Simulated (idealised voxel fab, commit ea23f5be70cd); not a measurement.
Process module in this document: voxel transistor to metal
Displayed cross-section: cut, width of 285 nm, square cells sized 5 nm.
In what follows, cross-sections appear as grids of square cells, described through bands that run from the top down, where every band is one or more rows of cells.
Per band: top height and bottom height in nm, followed by the left-to-right materials and their widths in nm; "full width" marks a single material spanning edge to edge, "empty" marks empty space.
Note: height 0 marks the level under which the wafer is uniformly one material as received. Lowest band unbounded below, written "z 0 and below".
You'd read "30..40" like this: the band's top row of cells is as wide as the first number, its bottom row is as wide as the second, and going down, every row changes width by the same amount as the row before did.
Key: "no change" - step with no changed cell in the cross-section.
You'll see "Sealed void inventory" listing empty spaces that have no way open to the top, as long as they're 8 cells or more; the notation is width x height at distance, where the distance is from the left edge, and all of it is in nm.
after a step's settings: what the simulator itself notes on the step
What "overlay nm" on a step's line means: if the step has a mask, that mask lay this far to the right of its planned place, or, when the value is negative, to the left.
Planned step list for the process:
1: RECEIVE | material Si
2: OXIDIZE | depth nm 5
3: CONFORMAL_DEP | material SiN | thk nm 10
4: MASKED_ETCH | tone cover | mask id ACTIVE | width nm 110 | pitch nm 140 | etch materials SiN | depth nm 10 | overlay nm 0
5: MASKED_ETCH | tone cover | mask id ACTIVE | width nm 110 | pitch nm 140 | etch materials SiO2 | depth nm 5 | overlay nm 0
6: MASKED_ETCH | tone cover | mask id ACTIVE | width nm 110 | pitch nm 140 | etch materials Si | depth nm 35 | overlay nm 0
7: OXIDIZE | depth nm 5
8: FILL_DEP | material SiO2 | thk nm 5
9: CMP | height nm 10
10: SELECTIVE_ETCH | etch materials SiO2 | depth nm 10
11: STRIP | etch materials SiN
12: SELECTIVE_ETCH | etch materials SiO2 | depth nm 5
13: OXIDIZE | depth nm 5
14: DIRECTIONAL_DEP | material polySi | thk nm 30
15: DIRECTIONAL_DEP | material SiCN | thk nm 15
16: DIRECTIONAL_DEP | material aC | thk nm 15
17: PATTERN | tone cover | mask id GATE | material resist | width nm 20 | pitch nm 140 | thk nm 30 | overlay nm 0
18: DIRECTIONAL_ETCH | etch materials aC | depth nm 15
19: STRIP | etch materials resist
20: DIRECTIONAL_ETCH | etch materials SiCN | depth nm 25
21: DIRECTIONAL_ETCH | etch materials polySi | depth nm 40
22: STRIP | etch materials aC
23: CONFORMAL_DEP | material SiO2 | thk nm 5
24: DIRECTIONAL_ETCH | etch materials SiO2 | depth nm 5
25: CONFORMAL_DEP | material SiN | thk nm 5
26: DIRECTIONAL_ETCH | etch materials SiN | depth nm 5
27: DIRECTIONAL_ETCH | etch materials SiO2 | depth nm 5
28: EPI | material pSi | thk nm 5
29: FILL_DEP | material SiO2 | thk nm 10
30: CMP | height nm 40
31: DIRECTIONAL_DEP | material SiO2 | thk nm 15
32: PATTERN | tone open | mask id CONTACT | material resist | width nm 20 | pitch nm 70 | thk nm 20 | overlay nm 0
33: DIRECTIONAL_ETCH | etch materials SiO2 | depth nm 60
34: STRIP | etch materials resist
35: CONFORMAL_DEP | material TiN | thk nm 5
36: FILL_DEP | material W | thk nm 5
37: CMP | height nm 55
38: CONFORMAL_DEP | material SiCN | thk nm 5
39: DIRECTIONAL_DEP | material SiO2 | thk nm 20
40: PATTERN | tone open | mask id METAL_1 | material resist | width nm 20 | pitch nm 70 | thk nm 15 | overlay nm 0
41: DIRECTIONAL_ETCH | etch materials SiO2 | depth nm 20
42: DIRECTIONAL_ETCH | etch materials SiCN | depth nm 5
43: STRIP | etch materials resist
44: CONFORMAL_DEP | material TiN | thk nm 5
45: FILL_DEP | material Cu | thk nm 10
46: CMP | height nm 80
47: CONFORMAL_DEP | material SiN | thk nm 5
So this is the incoming wafer in cross-section - it's already been through step 1:
	z 0 and below = Si full width
	Sealed void inventory: none
The following cross-section depicts the wafer upon conclusion of the module. Processing commenced from the starting condition illustrated above and adhered to the plan illustrated above, save for one mistake in execution:
	z 85 to 80 = SiN full width
	z 80 to 75 = 25 nm SiCN, 20 nm TiN, 50 nm SiCN, 20 nm TiN, 50 nm SiCN, 20 nm TiN, 50 nm SiCN, 20 nm TiN, 30 nm SiCN
	z 75 to 55 = SiO2 full width
	z 55 to 40 = 25 nm SiO2, 5 nm TiN, 10 nm W, 5 nm TiN, 50 nm SiO2, 5 nm TiN, 10 nm W, 5 nm TiN, 50 nm SiO2, 5 nm TiN, 10 nm W, 5 nm TiN, 50 nm SiO2, 5 nm TiN, 10 nm W, 5 nm TiN, 30 nm SiO2
	z 40 to 25 = 25 nm SiO2, 5 nm TiN, 10 nm W, 5 nm TiN, 5 nm SiO2, 5 nm SiN, 5 nm SiO2, 20 nm SiCN, 5 nm SiO2, 5 nm SiN, 5 nm SiO2, 5 nm TiN, 10 nm W, 5 nm TiN, 50 nm SiO2, 5 nm TiN, 10 nm W, 5 nm TiN, 5 nm SiO2, 5 nm SiN, 5 nm SiO2, 20 nm SiCN, 5 nm SiO2, 5 nm SiN, 5 nm SiO2, 5 nm TiN, 10 nm W, 5 nm TiN, 30 nm SiO2
	z 25 to 0 = 25 nm SiO2, 5 nm TiN, 10 nm W, 5 nm TiN, 5 nm SiO2, 5 nm SiN, 5 nm SiO2, 20 nm polySi, 5 nm SiO2, 5 nm SiN, 5 nm SiO2, 5 nm TiN, 10 nm W, 5 nm TiN, 50 nm SiO2, 5 nm TiN, 10 nm W, 5 nm TiN, 5 nm SiO2, 5 nm SiN, 5 nm SiO2, 20 nm polySi, 5 nm SiO2, 5 nm SiN, 5 nm SiO2, 5 nm TiN, 10 nm W, 5 nm TiN, 30 nm SiO2
	z 0 to -5 = 25 nm SiO2, 20 nm TiN, 5 nm SiO2, 5 nm SiN, 5 nm SiO2, 20 nm polySi, 5 nm SiO2, 5 nm SiN, 5 nm SiO2, 20 nm TiN, 50 nm SiO2, 20 nm TiN, 5 nm SiO2, 5 nm SiN, 5 nm SiO2, 20 nm polySi, 5 nm SiO2, 5 nm SiN, 5 nm SiO2, 20 nm TiN, 30 nm SiO2
	z -5 to -10 = 15 nm SiO2, 35 nm pSi, 40 nm SiO2, 35 nm pSi, 30 nm SiO2, 35 nm pSi, 40 nm SiO2, 35 nm pSi, 20 nm SiO2
	z -10 to -45 = 20 nm SiO2, 100 nm Si, 40 nm SiO2, 100 nm Si, 25 nm SiO2
	z -45 and below = Si full width
	Sealed void inventory: none
what went wrong: swap of plan steps 38 and 39 during execution
